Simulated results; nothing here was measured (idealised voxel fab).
Presented below is a process module, voxel self aligned contacts.
Cross-sectional view cut (width: 255 nm; square cell size: 5 nm).
Cross-sections here: square-cell grids, written as top-down lists of bands, a band being one or more rows of cells. Per band: top height and bottom height in nm, followed by the left-to-right materials and their widths in nm; "all across" marks a single material spanning edge to edge, "blank" marks empty space. Beneath 0, the wafer as received is one material, and that level is where height counting begins. The lowest band goes on downward without a bottom; it is written like "0..down". With a width like "30->40", each row of cells in the band differs from the next by the same amount, the top row carrying the first number and the bottom row the second. A step reported as "no alteration" is a step in which no cell of the cross-section changed. Listed in "Sealed voids": every empty space of 8 or more cells without an open way to the top. Form: width x height at distance, the distance being from the left edge, all in nm. On a step's line, text after the settings is the simulator commenting on that step. overlay nm: where the mask lay relative to plan, measured to the right, on steps with a mask; negatives go left.

The following list gives the planned process steps:
1 RECEIVE, material Si
2 CONFORMAL_DEP, material SiO2, thk nm 5
3 DIRECTIONAL_DEP, material polySi, thk nm 25
4 DIRECTIONAL_DEP, material SiN, thk nm 25
5 PATTERN, tone cover, mask id GATE, material resist, width nm 15, pitch nm 60, thk nm 15, overlay nm 0
6 DIRECTIONAL_ETCH, etch materials SiN, depth nm 25
7 DIRECTIONAL_ETCH, etch materials polySi, depth nm 25
8 STRIP, etch materials resist
9 CONFORMAL_DEP, material SiN, thk nm 10
10 DIRECTIONAL_ETCH, etch materials SiN, depth nm 10
11 FILL_DEP, material SiO2, thk nm 15
12 CMP, height nm 60
13 PATTERN, tone open, mask id CONTACT, material resist, width nm 45, thk nm 15, overlay nm 0
14 DIRECTIONAL_ETCH, etch materials SiO2, depth nm 60
15 STRIP, etch materials resist
16 CONFORMAL_DEP, material TiN, thk nm 5
17 FILL_DEP, material Ru, thk nm 5
18 CMP, height nm 60
19 CONFORMAL_DEP, material SiCN, thk nm 5
Split variable: width nm, step 5. Plan value = first wafer. Wafers start alike.

First wafer of several, as received: cross-section after step 1:
* 0..down | Si all across
* Sealed voids: none

each wafer at the end: cells of each material gained (+) or lost (-) since it was received, then its closed voids:
width nm 15, +33 Ru, +51 SiCN, +110 SiN, +408 SiO2, +31 TiN, +30 polySi, Sealed voids: none
width nm 20, +22 Ru, +51 SiCN, +120 SiN, +399 SiO2, +31 TiN, +40 polySi, Sealed voids: none
width nm 25, +11 Ru, +51 SiCN, +130 SiN, +390 SiO2, +31 TiN, +50 polySi, Sealed voids: none
width nm 30, +51 SiCN, +140 SiN, +381 SiO2, +31 TiN, +60 polySi, Sealed voids: none
width nm 35, +51 SiCN, +150 SiN, +372 SiO2, +20 TiN, +70 polySi, Sealed voids: none
width nm 40, +51 SiCN, +160 SiN, +363 SiO2, +9 TiN, +80 polySi, Sealed voids: none
